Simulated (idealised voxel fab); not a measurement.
The name of this process module is voxel gate over fins.
Square cells of 5 nm make up the cross-section cut, whose width is 245 nm.
Each cross-section below is a grid of square cells, stated as bands in top-down order, with one or more rows of cells making up each band.
First you get the band's top height and its bottom height, in nm, and then the materials it's made of, left to right, with each width in nm. If you see a single material with "edge to edge", that one covers the band edge to edge. "air" is empty space.
Beneath 0, the wafer as received is one material, and that level is where height counting begins. The lowest band goes on downward without a bottom; it is written like "0 down".
A width given as "30 to 40" starts at the first number in the band's top row and ends at the second number in its bottom row, shifting by an equal amount at every step from row to row.
Given "nothing altered" for a step, no cell of the cross-section differs between before and after that step.
Each empty space that has no open way to the top and spans at least 8 cells appears under "Closed cavity list" as width x height at distance, the distance counted from the left edge, all in nm.
after a step's settings: what the simulator itself notes on the step
What "overlay nm" on a step's line means: if the step has a mask, that mask lay this far to the right of its planned place, or, when the value is negative, to the left.
This section lists the process steps that were planned:
1. RECEIVE with material Si
2. CONFORMAL_DEP with material SiN, thk nm 5
3. PATTERN with tone cover, mask id FINS, material resist, width nm 15, pitch nm 45, thk nm 20, overlay nm 0
4. DIRECTIONAL_ETCH with etch materials SiN, depth nm 5
5. DIRECTIONAL_ETCH with etch materials Si, depth nm 40
6. STRIP with etch materials resist
7. FILL_DEP with material SiO2, thk nm 10
8. CMP with height nm 5
9. SELECTIVE_ETCH with etch materials SiO2, depth nm 20
10. STRIP with etch materials SiN
11. CONFORMAL_DEP with material HfO2, thk nm 5
12. CONFORMAL_DEP with material TiN, thk nm 5
13. CONFORMAL_DEP with material TiAl, thk nm 5
14. CONFORMAL_DEP with material TiN, thk nm 5
15. FILL_DEP with material W, thk nm 10
16. CMP with height nm 25
17. CONFORMAL_DEP with material SiN, thk nm 10
On the first of the two wafers: run conducted according to plan:
This is the cross-section of the wafer as we received it, i.e. after step 1:
    0 down: Si edge to edge
    Closed cavity list: none
After step 2, in cross-section:
    5 to 0: SiN edge to edge
    Whatever lies below 0 is exactly as it was before.
After step 3, in cross-section:
    25 to 5: 45 of air, then 15 of resist, then 30 of air, then 15 of resist, then 30 of air, then 15 of resist, then 30 of air, then 15 of resist, then 50 of air
    Whatever lies below 5 is exactly as it was before.
After step 4, in cross-section:
    25 to 5: 45 of air, then 15 of resist, then 30 of air, then 15 of resist, then 30 of air, then 15 of resist, then 30 of air, then 15 of resist, then 50 of air
    5 to 0: 45 of air, then 15 of SiN, then 30 of air, then 15 of SiN, then 30 of air, then 15 of SiN, then 30 of air, then 15 of SiN, then 50 of air
    Whatever lies below 0 is exactly as it was before.
After step 5, in cross-section:
    25 to 5: 45 of air, then 15 of resist, then 30 of air, then 15 of resist, then 30 of air, then 15 of resist, then 30 of air, then 15 of resist, then 50 of air
    5 to 0: 45 of air, then 15 of SiN, then 30 of air, then 15 of SiN, then 30 of air, then 15 of SiN, then 30 of air, then 15 of SiN, then 50 of air
    0 to -40: 45 of air, then 15 of Si, then 30 of air, then 15 of Si, then 30 of air, then 15 of Si, then 30 of air, then 15 of Si, then 50 of air
    Whatever lies below -40 is exactly as it was before.
After step 6, in cross-section:
    5 to 0: 45 of air, then 15 of SiN, then 30 of air, then 15 of SiN, then 30 of air, then 15 of SiN, then 30 of air, then 15 of SiN, then 50 of air
    Whatever lies below 0 is exactly as it was before.
After step 7, in cross-section:
    15 to 5: SiO2 edge to edge
    5 to 0: 45 of SiO2, then 15 of SiN, then 30 of SiO2, then 15 of SiN, then 30 of SiO2, then 15 of SiN, then 30 of SiO2, then 15 of SiN, then 50 of SiO2
    0 to -40: 45 of SiO2, then 15 of Si, then 30 of SiO2, then 15 of Si, then 30 of SiO2, then 15 of Si, then 30 of SiO2, then 15 of Si, then 50 of SiO2
    Whatever lies below -40 is exactly as it was before.
After step 8, in cross-section:
    5 to 0: 45 of SiO2, then 15 of SiN, then 30 of SiO2, then 15 of SiN, then 30 of SiO2, then 15 of SiN, then 30 of SiO2, then 15 of SiN, then 50 of SiO2
    Whatever lies below 0 is exactly as it was before.
After step 9, in cross-section:
    5 to 0: 45 of air, then 15 of SiN, then 30 of air, then 15 of SiN, then 30 of air, then 15 of SiN, then 30 of air, then 15 of SiN, then 50 of air
    0 to -15: 45 of air, then 15 of Si, then 30 of air, then 15 of Si, then 30 of air, then 15 of Si, then 30 of air, then 15 of Si, then 50 of air
    Whatever lies below -15 is exactly as it was before.
After step 10, in cross-section:
    0 to -15: 45 of air, then 15 of Si, then 30 of air, then 15 of Si, then 30 of air, then 15 of Si, then 30 of air, then 15 of Si, then 50 of air
    Whatever lies below -15 is exactly as it was before.
After step 11, in cross-section:
    5 to 0: 40 of air, then 25 of HfO2, then 20 of air, then 25 of HfO2, then 20 of air, then 25 of HfO2, then 20 of air, then 25 of HfO2, then 45 of air
    0 to -10: 40 of air, then 5 of HfO2, then 15 of Si, then 5 of HfO2, then 20 of air, then 5 of HfO2, then 15 of Si, then 5 of HfO2, then 20 of air, then 5 of HfO2, then 15 of Si, then 5 of HfO2, then 20 of air, then 5 of HfO2, then 15 of Si, then 5 of HfO2, then 45 of air
    -10 to -15: 45 of HfO2, then 15 of Si, then 30 of HfO2, then 15 of Si, then 30 of HfO2, then 15 of Si, then 30 of HfO2, then 15 of Si, then 50 of HfO2
    Whatever lies below -15 is exactly as it was before.
After step 12, in cross-section:
    10 to 5: 35 of air, then 35 of TiN, then 10 of air, then 35 of TiN, then 10 of air, then 35 of TiN, then 10 of air, then 35 of TiN, then 40 of air
    5 to 0: 35 of air, then 5 of TiN, then 25 of HfO2, then 5 of TiN, then 10 of air, then 5 of TiN, then 25 of HfO2, then 5 of TiN, then 10 of air, then 5 of TiN, then 25 of HfO2, then 5 of TiN, then 10 of air, then 5 of TiN, then 25 of HfO2, then 5 of TiN, then 40 of air
    0 to -5: 35 of air, then 5 of TiN, then 5 of HfO2, then 15 of Si, then 5 of HfO2, then 5 of TiN, then 10 of air, then 5 of TiN, then 5 of HfO2, then 15 of Si, then 5 of HfO2, then 5 of TiN, then 10 of air, then 5 of TiN, then 5 of HfO2, then 15 of Si, then 5 of HfO2, then 5 of TiN, then 10 of air, then 5 of TiN, then 5 of HfO2, then 15 of Si, then 5 of HfO2, then 5 of TiN, then 40 of air
    -5 to -10: 40 of TiN, then 5 of HfO2, then 15 of Si, then 5 of HfO2, then 20 of TiN, then 5 of HfO2, then 15 of Si, then 5 of HfO2, then 20 of TiN, then 5 of HfO2, then 15 of Si, then 5 of HfO2, then 20 of TiN, then 5 of HfO2, then 15 of Si, then 5 of HfO2, then 45 of TiN
    Whatever lies below -10 is exactly as it was before.
After step 13, in cross-section:
    15 to 10: 30 of air, then 180 of TiAl, then 35 of air
    10 to 5: 30 of air, then 5 of TiAl, then 35 of TiN, then 10 of TiAl, then 35 of TiN, then 10 of TiAl, then 35 of TiN, then 10 of TiAl, then 35 of TiN, then 5 of TiAl, then 35 of air
    5 to 0: 30 of air, then 5 of TiAl, then 5 of TiN, then 25 of HfO2, then 5 of TiN, then 10 of TiAl, then 5 of TiN, then 25 of HfO2, then 5 of TiN, then 10 of TiAl, then 5 of TiN, then 25 of HfO2, then 5 of TiN, then 10 of TiAl, then 5 of TiN, then 25 of HfO2, then 5 of TiN, then 5 of TiAl, then 35 of air
    0 to -5: 35 of TiAl, then 5 of TiN, then 5 of HfO2, then 15 of Si, then 5 of HfO2, then 5 of TiN, then 10 of TiAl, then 5 of TiN, then 5 of HfO2, then 15 of Si, then 5 of HfO2, then 5 of TiN, then 10 of TiAl, then 5 of TiN, then 5 of HfO2, then 15 of Si, then 5 of HfO2, then 5 of TiN, then 10 of TiAl, then 5 of TiN, then 5 of HfO2, then 15 of Si, then 5 of HfO2, then 5 of TiN, then 40 of TiAl
    Whatever lies below -5 is exactly as it was before.
After step 14, in cross-section:
    20 to 15: 25 of air, then 190 of TiN, then 30 of air
    15 to 10: 25 of air, then 5 of TiN, then 180 of TiAl, then 5 of TiN, then 30 of air
    10 to 5: 25 of air, then 5 of TiN, then 5 of TiAl, then 35 of TiN, then 10 of TiAl, then 35 of TiN, then 10 of TiAl, then 35 of TiN, then 10 of TiAl, then 35 of TiN, then 5 of TiAl, then 5 of TiN, then 30 of air
    5 to 0: 30 of TiN, then 5 of TiAl, then 5 of TiN, then 25 of HfO2, then 5 of TiN, then 10 of TiAl, then 5 of TiN, then 25 of HfO2, then 5 of TiN, then 10 of TiAl, then 5 of TiN, then 25 of HfO2, then 5 of TiN, then 10 of TiAl, then 5 of TiN, then 25 of HfO2, then 5 of TiN, then 5 of TiAl, then 35 of TiN
    Whatever lies below 0 is exactly as it was before.
After step 15, in cross-section:
    30 to 20: W edge to edge
    20 to 15: 25 of W, then 190 of TiN, then 30 of W
    15 to 10: 25 of W, then 5 of TiN, then 180 of TiAl, then 5 of TiN, then 30 of W
    10 to 5: 25 of W, then 5 of TiN, then 5 of TiAl, then 35 of TiN, then 10 of TiAl, then 35 of TiN, then 10 of TiAl, then 35 of TiN, then 10 of TiAl, then 35 of TiN, then 5 of TiAl, then 5 of TiN, then 30 of W
    Whatever lies below 5 is exactly as it was before.
After step 16, in cross-section:
    25 to 20: W edge to edge
    Whatever lies below 20 is exactly as it was before.
After step 17, in cross-section:
    35 to 25: SiN edge to edge
    Whatever lies below 25 is exactly as it was before.
The second wafer began exactly as the first did and followed the same plan, but one mistake was made while running it; through step 2 inclusive, the two wafers are identical:
Cross-section of the second wafer at the time by which step 3 should have been completed according to the plan:
    25 to 5: 45 of resist, then 15 of air, then 30 of resist, then 15 of air, then 30 of resist, then 15 of air, then 30 of resist, then 15 of air, then 50 of resist
    Whatever lies below 5 is exactly as it was before.
Cross-section of the second wafer at the time by which step 4 should have been completed according to the plan:
    25 to 5: 45 of resist, then 15 of air, then 30 of resist, then 15 of air, then 30 of resist, then 15 of air, then 30 of resist, then 15 of air, then 50 of resist
    5 to 0: 45 of SiN, then 15 of air, then 30 of SiN, then 15 of air, then 30 of SiN, then 15 of air, then 30 of SiN, then 15 of air, then 50 of SiN
    Whatever lies below 0 is exactly as it was before.
Cross-section of the second wafer at the time by which step 5 should have been completed according to the plan:
    25 to 5: 45 of resist, then 15 of air, then 30 of resist, then 15 of air, then 30 of resist, then 15 of air, then 30 of resist, then 15 of air, then 50 of resist
    5 to 0: 45 of SiN, then 15 of air, then 30 of SiN, then 15 of air, then 30 of SiN, then 15 of air, then 30 of SiN, then 15 of air, then 50 of SiN
    0 to -40: 45 of Si, then 15 of air, then 30 of Si, then 15 of air, then 30 of Si, then 15 of air, then 30 of Si, then 15 of air, then 50 of Si
    Whatever lies below -40 is exactly as it was before.
Cross-section of the second wafer at the time by which step 6 should have been completed according to the plan:
    5 to 0: 45 of SiN, then 15 of air, then 30 of SiN, then 15 of air, then 30 of SiN, then 15 of air, then 30 of SiN, then 15 of air, then 50 of SiN
    Whatever lies below 0 is exactly as it was before.
Cross-section of the second wafer at the time by which step 7 should have been completed according to the plan:
    15 to 5: SiO2 edge to edge
    5 to 0: 45 of SiN, then 15 of SiO2, then 30 of SiN, then 15 of SiO2, then 30 of SiN, then 15 of SiO2, then 30 of SiN, then 15 of SiO2, then 50 of SiN
    0 to -40: 45 of Si, then 15 of SiO2, then 30 of Si, then 15 of SiO2, then 30 of Si, then 15 of SiO2, then 30 of Si, then 15 of SiO2, then 50 of Si
    Whatever lies below -40 is exactly as it was before.
Cross-section of the second wafer at the time by which step 8 should have been completed according to the plan:
    5 to 0: 45 of SiN, then 15 of SiO2, then 30 of SiN, then 15 of SiO2, then 30 of SiN, then 15 of SiO2, then 30 of SiN, then 15 of SiO2, then 50 of SiN
    Whatever lies below 0 is exactly as it was before.
Cross-section of the second wafer at the time by which step 9 should have been completed according to the plan:
    5 to 0: 45 of SiN, then 15 of air, then 30 of SiN, then 15 of air, then 30 of SiN, then 15 of air, then 30 of SiN, then 15 of air, then 50 of SiN
    0 to -15: 45 of Si, then 15 of air, then 30 of Si, then 15 of air, then 30 of Si, then 15 of air, then 30 of Si, then 15 of air, then 50 of Si
    Whatever lies below -15 is exactly as it was before.
Cross-section of the second wafer at the time by which step 10 should have been completed according to the plan:
    0 to -15: 45 of Si, then 15 of air, then 30 of Si, then 15 of air, then 30 of Si, then 15 of air, then 30 of Si, then 15 of air, then 50 of Si
    Whatever lies below -15 is exactly as it was before.
Cross-section of the second wafer at the time by which step 11 should have been completed according to the plan:
    5 to 0: 50 of HfO2, then 5 of air, then 40 of HfO2, then 5 of air, then 40 of HfO2, then 5 of air, then 40 of HfO2, then 5 of air, then 55 of HfO2
    0 to -10: 45 of Si, then 5 of HfO2, then 5 of air, then 5 of HfO2, then 30 of Si, then 5 of HfO2, then 5 of air, then 5 of HfO2, then 30 of Si, then 5 of HfO2, then 5 of air, then 5 of HfO2, then 30 of Si, then 5 of HfO2, then 5 of air, then 5 of HfO2, then 50 of Si
    -10 to -15: 45 of Si, then 15 of HfO2, then 30 of Si, then 15 of HfO2, then 30 of Si, then 15 of HfO2, then 30 of Si, then 15 of HfO2, then 50 of Si
    Whatever lies below -15 is exactly as it was before.
Cross-section of the second wafer at the time by which step 12 should have been completed according to the plan:
    10 to 5: TiN edge to edge
    5 to 0: 50 of HfO2, then 5 of TiN, then 40 of HfO2, then 5 of TiN, then 40 of HfO2, then 5 of TiN, then 40 of HfO2, then 5 of TiN, then 55 of HfO2
    0 to -10: 45 of Si, then 5 of HfO2, then 5 of TiN, then 5 of HfO2, then 30 of Si, then 5 of HfO2, then 5 of TiN, then 5 of HfO2, then 30 of Si, then 5 of HfO2, then 5 of TiN, then 5 of HfO2, then 30 of Si, then 5 of HfO2, then 5 of TiN, then 5 of HfO2, then 50 of Si
    Whatever lies below -10 is exactly as it was before.
Cross-section of the second wafer at the time by which step 13 should have been completed according to the plan:
    15 to 10: TiAl edge to edge
    Whatever lies below 10 is exactly as it was before.
Cross-section of the second wafer at the time by which step 14 should have been completed according to the plan:
    20 to 15: TiN edge to edge
    Whatever lies below 15 is exactly as it was before.
Cross-section of the second wafer at the time by which step 15 should have been completed according to the plan:
    30 to 20: W edge to edge
    Whatever lies below 20 is exactly as it was before.
Cross-section of the second wafer at the time by which step 16 should have been completed according to the plan:
    25 to 20: W edge to edge
    Whatever lies below 20 is exactly as it was before.
Cross-section of the second wafer at the time by which step 17 should have been completed according to the plan:
    35 to 25: SiN edge to edge
    Whatever lies below 25 is exactly as it was before.
Error vs. plan: step 3 went in with a setting other than planned; the actual run was PATTERN with tone open, mask id FINS, material resist, width nm 15, pitch nm 45, thk nm 20, overlay nm 0
Wafer comparison, final, in cells, second relative to first, materials more or fewer: 200 more of Si | 125 fewer of SiO2 | 24 fewer of TiAl | 18 fewer of TiN | 33 fewer of W
